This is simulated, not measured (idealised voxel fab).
This is a process module. Its name is voxel lift off.
Square cells of 5 nm make up the cross-section cut, whose width is 235 nm.
In what follows, cross-sections appear as grids of square cells, described through bands that run from the top down, where every band is one or more rows of cells.
Band entry format. Leading values: height of top, height of bottom, nm. Remainder: materials in left-to-right order, each with its width in nm. Special words: "throughout" on a single material, which then fills the band edge to edge; "air", empty space.
For the purposes of this specification, 0 denotes the height below which the wafer in its as-received condition is composed wholly of one material, and the lowermost band, lacking a lower limit, extends downward without end, as expressed in "0..down".
A width such as "30 to 40" changes by the same amount from each row of cells to the next, from the band's top row to its bottom row.
"no modification" (step): cross-section cells unchanged, all of them.
"Closed internal cavities" - sealed voids, min. 8 cells, no opening to top; format: width x height at distance (distance from left edge; nm throughout).
Step line, after settings: the simulator's comment on this step.
overlay nm: mask offset rightward from planned place, masked step; negative means leftward offset.
-- Intended process steps
1: RECEIVE (material Si)
2: CONFORMAL_DEP (material SiN; thk nm 15)
3: PATTERN (tone open; mask id LINES; material resist; width nm 15; pitch nm 30; thk nm 20; overlay nm 0)
4: DIRECTIONAL_DEP (material Ru; thk nm 10)
5: STRIP (etch materials resist)
6: CONFORMAL_DEP (material SiCN; thk nm 10)
-- Wafer at receipt (post step 1), cross-section
    0..down = Si throughout
    Closed internal cavities: none
-- One mistake in running the module, otherwise start and plan as above: cross-section at the end
    25..15 = SiCN throughout
    15..0 = SiN throughout
    0..down = Si throughout
    Closed internal cavities: none
Finding, execution versus plan: step 4 of the plan was bypassed and not carried out
